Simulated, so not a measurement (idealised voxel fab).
process module | voxel capacitor over wiring
cross-section cut | 215 nm wide | cells 5 nm
A cross-section is a grid of square cells, given in bands from the top down. A band is one or more rows of cells.
Each band's line starts with the height of the band's top and of its bottom, in nm. Then come its materials from left to right, each with its width in nm. One material with "throughout" fills the band from edge to edge. "air" is empty space.
Height 0 is the level under which the wafer as received is all one material. The lowest band goes on downwards, as in "0 down".
A width such as "30 to 40" changes by the same amount from each row of cells to the next, from the band's top row to its bottom row.
"no change" after a step means that no cell of the cross-section changed.
closed voids: empty space of 8 cells or more with no open way to the top, each as width x height at its distance from the left edge, in nm
after a step's settings: what the simulator itself notes on the step
overlay nm, on a step with a mask: how far to the right of its planned place the mask lay; to the left if negative
plan
1 op RECEIVE | material Si
2 op CONFORMAL_DEP | material SiO2 | thk nm 15
3 op DIRECTIONAL_DEP | material TiN | thk nm 5
4 op DIRECTIONAL_DEP | material Ru | thk nm 25
5 op PATTERN | tone cover | mask id METAL_1 | material resist | width nm 20 | pitch nm 80 | thk nm 15 | overlay nm 0
6 op DIRECTIONAL_ETCH | etch materials Ru | depth nm 25
7 op DIRECTIONAL_ETCH | etch materials TiN | depth nm 5
8 op STRIP | etch materials resist
9 op FILL_DEP | material SiO2 | thk nm 5
10 op CMP | height nm 45
11 op CONFORMAL_DEP | material SiCN | thk nm 5
12 op DIRECTIONAL_DEP | material SiO2 | thk nm 10
13 op PATTERN | tone open | mask id PLUG_1 | material resist | width nm 15 | thk nm 15 | overlay nm 0
14 op DIRECTIONAL_ETCH | etch materials SiO2 | depth nm 10
15 op DIRECTIONAL_ETCH | etch materials SiCN | depth nm 5
16 op STRIP | etch materials resist
17 op EPI | material Ru | thk nm 10
18 op EPI | material Ru | thk nm 5
19 op DIRECTIONAL_DEP | material TiN | thk nm 10
20 op DIRECTIONAL_DEP | material Al2O3 | thk nm 5
21 op DIRECTIONAL_DEP | material TiN | thk nm 5
22 op DIRECTIONAL_DEP | material aC | thk nm 15
23 op PATTERN | tone cover | mask id UPPER_PLATE | material resist | width nm 65 | thk nm 30 | overlay nm 0
24 op DIRECTIONAL_ETCH | etch materials aC | depth nm 15
25 op STRIP | etch materials resist
26 op DIRECTIONAL_ETCH | etch materials TiN | depth nm 5
27 op DIRECTIONAL_ETCH | etch materials Al2O3 | depth nm 5
28 op STRIP | etch materials aC
29 op PATTERN | tone cover | mask id LOWER_PLATE | material resist | width nm 75 | thk nm 20 | overlay nm 0
30 op DIRECTIONAL_ETCH | etch materials TiN | depth nm 10
31 op STRIP | etch materials resist
32 op FILL_DEP | material SiO2 | thk nm 15
33 op CMP | height nm 90
34 op PATTERN | tone open | mask id PLUG_2 | material resist | width nm 15 | thk nm 15 | overlay nm 0
35 op DIRECTIONAL_ETCH | etch materials SiO2 | depth nm 10
36 op STRIP | etch materials resist
37 op CONFORMAL_DEP | material TiN | thk nm 5
38 op FILL_DEP | material W | thk nm 10
39 op CMP | height nm 90
40 op CONFORMAL_DEP | material SiCN | thk nm 5
as received, after step 1
  0 down: Si throughout
  closed voids: none
a wafer at the end: this start, this plan, one mistake
  95 to 90: SiCN throughout
  90 to 85: SiO2 70 | TiN 5 | W 5 | TiN 5 | SiO2 130
  85 to 75: SiO2 70 to 60 | TiN 15 to 65 | SiO2 130 to 90
  75 to 70: SiO2 60 | Al2O3 65 | SiO2 90
  70 to 60: SiO2 55 | TiN 75 | SiO2 85
  60 to 50: SiO2 60 | Ru 15 | SiO2 140
  50 to 45: SiCN 60 | Ru 15 | SiCN 140
  45 to 35: SiO2 55 | Ru 20 | SiO2 60 | Ru 20 | SiO2 60
  35 to 30: SiO2 55 | TiN 20 | SiO2 60 | TiN 20 | SiO2 60
  30 to 0: SiO2 throughout
  0 down: Si throughout
  closed voids: none
what went wrong: step 2 was run twice
